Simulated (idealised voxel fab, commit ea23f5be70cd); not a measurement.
You're looking at the process module voxel capacitor over wiring.
FYI the section here is cut, 270 nm wide, cells are 5 nm squares.
Cross-section format: a grid of square cells, given as bands from top to bottom; each band is one or more rows of cells. Heads up on the band format: heights come first, top then bottom, in nm. After that it's the materials left to right, each with its width in nm. A single material flagged "everywhere" fills the whole band edge to edge, and "empty" means there's empty space there. Basically, 0 is our baseline, since under it the wafer straight out of the box is all one material. The bottom band has no lower end and keeps on going down, so it looks like "0 -> down". The two numbers in a width such as "30..40" mark its ends across the band: the first belongs to the top row of cells, the second to the bottom row, and from each row to the next the width moves by the same amount. Basically "all unchanged" means that step didn't change any cell in the cross-section. Reported under the label "Non-vented voids" are the empty spaces having no open way to the top and comprising 8 cells or more; the notation for each is width x height at distance, in which the distance is measured from the left edge and all three values are in nm. Whatever follows a step's settings on its line is a remark the simulator itself makes about that step. Each step line may optionally specify "overlay nm", which for a step with a mask gives the rightward distance between the mask's planned place and where it lay, a negative value indicating the leftward direction.

Here's what the planned process steps look like
1 RECEIVE with material Si
2 CONFORMAL_DEP with material SiO2, thk nm 15
3 CONFORMAL_DEP with material SiN, thk nm 5
4 DIRECTIONAL_DEP with material SiO2, thk nm 20
5 DIRECTIONAL_DEP with material aC, thk nm 15
6 PATTERN with tone open, mask id METAL_1, material resist, width nm 30, pitch nm 80, thk nm 35, overlay nm 0
7 DIRECTIONAL_ETCH with etch materials aC, depth nm 15
8 STRIP with etch materials resist
9 DIRECTIONAL_ETCH with etch materials SiO2, depth nm 20
10 DIRECTIONAL_ETCH with etch materials SiN, depth nm 5
11 STRIP with etch materials aC
12 CONFORMAL_DEP with material TiN, thk nm 5
13 FILL_DEP with material Cu, thk nm 5
14 CMP with height nm 40
15 CONFORMAL_DEP with material SiCN, thk nm 5
16 DIRECTIONAL_DEP with material lowk, thk nm 20
17 MASKED_ETCH with tone open, mask id PLUG_1, width nm 15, etch materials lowk, depth nm 20, overlay nm 0
18 MASKED_ETCH with tone open, mask id PLUG_1, width nm 15, etch materials SiCN, depth nm 5, overlay nm 0
19 CONFORMAL_DEP with material TiN, thk nm 5
20 FILL_DEP with material Cu, thk nm 5
21 CMP with height nm 65
22 DIRECTIONAL_DEP with material TiN, thk nm 10
23 DIRECTIONAL_DEP with material HfO2, thk nm 5
24 DIRECTIONAL_DEP with material TiN, thk nm 5
25 PATTERN with tone cover, mask id UPPER_PLATE, material resist, width nm 55, thk nm 15, overlay nm 0
26 DIRECTIONAL_ETCH with etch materials TiN, depth nm 5
27 DIRECTIONAL_ETCH with etch materials HfO2, depth nm 5
28 STRIP with etch materials resist
29 DIRECTIONAL_DEP with material aC, thk nm 10
30 PATTERN with tone cover, mask id LOWER_PLATE, material resist, width nm 65, thk nm 25, overlay nm 0
31 DIRECTIONAL_ETCH with etch materials aC, depth nm 10
32 STRIP with etch materials resist
33 DIRECTIONAL_ETCH with etch materials TiN, depth nm 10
34 STRIP with etch materials aC
35 FILL_DEP with material SiO2, thk nm 15
36 CMP with height nm 95
37 DIRECTIONAL_DEP with material aC, thk nm 10
38 PATTERN with tone open, mask id PLUG_2, material resist, width nm 15, thk nm 30, overlay nm 0
39 DIRECTIONAL_ETCH with etch materials aC, depth nm 10
40 STRIP with etch materials resist
41 DIRECTIONAL_ETCH with etch materials SiO2, depth nm 10
42 STRIP with etch materials aC
43 CONFORMAL_DEP with material TiN, thk nm 5
44 FILL_DEP with material Ru, thk nm 5
45 CMP with height nm 95
46 CONFORMAL_DEP with material SiN, thk nm 5

Cross-sectional view of the wafer in its as-received condition, corresponding to the state after step 1
0 -> down: Si everywhere
Non-vented voids: none

The first of two wafers, cross-sectioned at the end of the module, with the run proceeding as planned
100 -> 95: SiN everywhere
95 -> 90: 105 SiO2, 5 TiN, 5 Ru, 5 TiN, 150 SiO2
90 -> 80: 105..95 SiO2, 15..55 TiN, 150..120 SiO2
80 -> 75: 95 SiO2, 55 HfO2, 120 SiO2
75 -> 65: 90 SiO2, 65 TiN, 115 SiO2
65 -> 45: 95 lowk, 5 TiN, 5 Cu, 5 TiN, 160 lowk
45 -> 40: 95 SiCN, 15 TiN, 160 SiCN
40 -> 20: 80 SiO2, 5 TiN, 20 Cu, 5 TiN, 50 SiO2, 5 TiN, 20 Cu, 5 TiN, 80 SiO2
20 -> 15: 80 SiN, 30 TiN, 50 SiN, 30 TiN, 80 SiN
15 -> 0: SiO2 everywhere
0 -> down: Si everywhere
Non-vented voids: none

Here's the second of our two wafers sectioned at module end. Same start as the first, same plan, but one mistake got made running it
100 -> 95: SiN everywhere
95 -> 90: 105 SiO2, 5 TiN, 5 Ru, 5 TiN, 150 SiO2
90 -> 80: 105..95 SiO2, 15..55 TiN, 150..120 SiO2
80 -> 75: 95 SiO2, 55 HfO2, 120 SiO2
75 -> 65: 90 SiO2, 65 TiN, 115 SiO2
65 -> 45: 95 lowk, 5 TiN, 5 Cu, 5 TiN, 160 lowk
45 -> 40: 95 SiCN, 15 TiN, 160 SiCN
40 -> 35: 85 TiN, 20 Cu, 60 TiN, 20 Cu, 85 TiN
35 -> 20: 80 SiO2, 5 TiN, 20 Cu, 5 TiN, 50 SiO2, 5 TiN, 20 Cu, 5 TiN, 80 SiO2
20 -> 15: 80 SiO2, 30 TiN, 50 SiO2, 30 TiN, 80 SiO2
15 -> 0: SiO2 everywhere
0 -> down: Si everywhere
Non-vented voids: none
Heads up, the wafer didn't run the way we planned it: no execution of plan step 3; skipped
Final difference in cells, second wafer against first, listed per material as more or fewer: SiN: 42 fewer | TiN: 42 more
